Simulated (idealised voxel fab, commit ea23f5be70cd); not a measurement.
The document below concerns the process module designated voxel quadruple lines.
Section shown: cut. Width: 185 nm. Cell size: 5 nm, square.
For the purposes of this document, a cross-section shall be understood as a grid of square cells, specified as bands listed in top-to-bottom order, each band consisting of one or more rows of cells. Look at the band entry: it leads with the top's height and the bottom's height in nm. Then it lists the materials left to right, with a width in nm for each. The word "all across" on a single material says that material fills the band edge to edge. The word "empty" is empty space. Zero point of the height axis is 0; under it, received wafer = one material. Lowest band: continues down indefinitely, "from 0 down". The two numbers in a width such as "30..40" mark its ends across the band: the first belongs to the top row of cells, the second to the bottom row, and from each row to the next the width moves by the same amount. Any step labelled "no alterations made" changed none of the cells in the cross-section. Entry "Enclosed cavity list". Content: empty spaces with no open connection to the top, size 8 cells or greater. Each: width x height at distance. Distance: from left edge. Unit: nm. Note: text after step settings on the step line = simulator remark on that step. overlay nm: right-of-plan distance of the mask on a masked step; negative values mean left-of-plan.
-- So here's the lineup of process steps we planned
1. RECEIVE, material Si
2. CONFORMAL_DEP, material SiO2, thk nm 10
3. DIRECTIONAL_DEP, material W, thk nm 10
4. DIRECTIONAL_DEP, material polySi, thk nm 20
5. DIRECTIONAL_DEP, material aC, thk nm 20
6. PATTERN, tone cover, mask id MANDREL, material resist, width nm 35, thk nm 30, overlay nm 0
7. DIRECTIONAL_ETCH, etch materials aC, depth nm 20
8. STRIP, etch materials resist
9. CONFORMAL_DEP, material SiO2, thk nm 15
10. DIRECTIONAL_ETCH, etch materials SiO2, depth nm 5
11. STRIP, etch materials aC
12. DIRECTIONAL_ETCH, etch materials polySi, depth nm 20
13. STRIP, etch materials SiO2
14. CONFORMAL_DEP, material SiCN, thk nm 10
15. DIRECTIONAL_ETCH, etch materials SiCN, depth nm 10
16. STRIP, etch materials polySi
17. DIRECTIONAL_ETCH, etch materials W, depth nm 10
18. STRIP, etch materials SiCN
19. FILL_DEP, material SiO2, thk nm 10
20. CMP, height nm 20
Split variable: depth nm, step 10. Plan value = first wafer. Wafers start alike.
-- As-received state after step 1, first of several wafers, cross-section
    from 0 down = Si all across
    Enclosed cavity list: none
-- For your reference, the table is organized with a row per wafer; each row reflects the wafer at the end of the module, indicating for each material the cells gained (+) or lost (-) since receipt, and thereafter its closed voids
depth nm 5 | +148 SiO2 | Enclosed cavity list: none
depth nm 10 | +148 SiO2 | Enclosed cavity list: none
depth nm 15 | +132 SiO2 | +16 W | Enclosed cavity list: none
depth nm 20 | +132 SiO2 | +16 W | Enclosed cavity list: none
depth nm 25 | +132 SiO2 | +16 W | Enclosed cavity list: none
depth nm 30 | +132 SiO2 | +16 W | Enclosed cavity list: none
